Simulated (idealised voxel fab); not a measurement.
process module | voxel quadruple lines
cross-section cut | 260 nm wide | cells 5 nm
A cross-section is a grid of square cells, given in bands from the top down. A band is one or more rows of cells.
Each band's line starts with the height of the band's top and of its bottom, in nm. Then come its materials from left to right, each with its width in nm. One material with "throughout" fills the band from edge to edge. "air" is empty space.
Height 0 is the level under which the wafer as received is all one material. The lowest band goes on downwards, as in "0 down".
A width such as "30 to 40" changes by the same amount from each row of cells to the next, from the band's top row to its bottom row.
"no change" after a step means that no cell of the cross-section changed.
closed voids: empty space of 8 cells or more with no open way to the top, each as width x height at its distance from the left edge, in nm
after a step's settings: what the simulator itself notes on the step
overlay nm, on a step with a mask: how far to the right of its planned place the mask lay; to the left if negative
plan
1 op RECEIVE | material Si
2 op CONFORMAL_DEP | material SiO2 | thk nm 5
3 op DIRECTIONAL_DEP | material Ru | thk nm 10
4 op DIRECTIONAL_DEP | material polySi | thk nm 15
5 op DIRECTIONAL_DEP | material aC | thk nm 20
6 op PATTERN | tone cover | mask id MANDREL | material resist | width nm 35 | thk nm 25 | overlay nm 0
7 op DIRECTIONAL_ETCH | etch materials aC | depth nm 20
8 op STRIP | etch materials resist
9 op CONFORMAL_DEP | material SiO2 | thk nm 15
10 op DIRECTIONAL_ETCH | etch materials SiO2 | depth nm 15
11 op STRIP | etch materials aC
12 op DIRECTIONAL_ETCH | etch materials polySi | depth nm 15
13 op STRIP | etch materials SiO2
14 op CONFORMAL_DEP | material SiCN | thk nm 10
15 op DIRECTIONAL_ETCH | etch materials SiCN | depth nm 10
16 op STRIP | etch materials polySi
17 op DIRECTIONAL_ETCH | etch materials Ru | depth nm 10
18 op STRIP | etch materials SiCN
as received, after step 1
  0 down: Si throughout
  closed voids: none
first wafer at the end, as planned
  15 to 5: air 85 | Ru 10 | air 15 | Ru 10 | air 15 | Ru 10 | air 15 | Ru 10 | air 90
  5 to 0: SiO2 throughout
  0 down: Si throughout
  closed voids: none
second wafer at the end: like start, like plan, one mistake
  35 to 15: aC throughout
  15 to 5: Ru throughout
  5 to 0: SiO2 throughout
  0 down: Si throughout
  closed voids: none
what went wrong: steps 4 and 5 were swapped
at the end the second wafer has, in cells: 88 more of Ru | 208 more of aC
